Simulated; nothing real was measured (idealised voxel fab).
process module | voxel released beams
cross-section cut | 160 nm wide | cells 5 nm
A cross-section is a grid of square cells, given in bands from the top down. A band is one or more rows of cells.
Each band's line starts with the height of the band's top and of its bottom, in nm. Then come its materials from left to right, each with its width in nm. One material with "throughout" fills the band from edge to edge. "air" is empty space.
Height 0 is the level under which the wafer as received is all one material. The lowest band goes on downwards, as in "0 down".
A width such as "30 to 40" changes by the same amount from each row of cells to the next, from the band's top row to its bottom row.
"no change" after a step means that no cell of the cross-section changed.
closed voids: empty space of 8 cells or more with no open way to the top, each as width x height at its distance from the left edge, in nm
after a step's settings: what the simulator itself notes on the step
overlay nm, on a step with a mask: how far to the right of its planned place the mask lay; to the left if negative
plan
1 op RECEIVE | material Si
2 op CONFORMAL_DEP | material Al2O3 | thk nm 10
3 op DIRECTIONAL_DEP | material SiO2 | thk nm 10
4 op PATTERN | tone open | mask id ANCHOR | material resist | width nm 30 | thk nm 15 | overlay nm 0
5 op DIRECTIONAL_ETCH | etch materials SiO2 | depth nm 10
6 op STRIP | etch materials resist
7 op CONFORMAL_DEP | material SiN | thk nm 10
8 op DIRECTIONAL_DEP | material aC | thk nm 15
9 op PATTERN | tone cover | mask id BEAM | material resist | width nm 95 | thk nm 30 | overlay nm 0
10 op DIRECTIONAL_ETCH | etch materials aC | depth nm 15
11 op STRIP | etch materials resist
12 op DIRECTIONAL_ETCH | etch materials SiN | depth nm 10
13 op STRIP | etch materials aC
14 op STRIP | etch materials SiO2
as received, after step 1
  0 down: Si throughout
  closed voids: none
a wafer at the end: this start, this plan, one mistake
  30 to 20: air 30 | SiN 15 | air 10 | SiN 75 | air 30
  20 to 10: air 35 | SiN 30 | air 95
  10 to 0: Al2O3 throughout
  0 down: Si throughout
  closed voids: none
what went wrong: step 9 ran as: op PATTERN | tone cover | mask id BEAM | material resist | width nm 100 | thk nm 30 | overlay nm 0
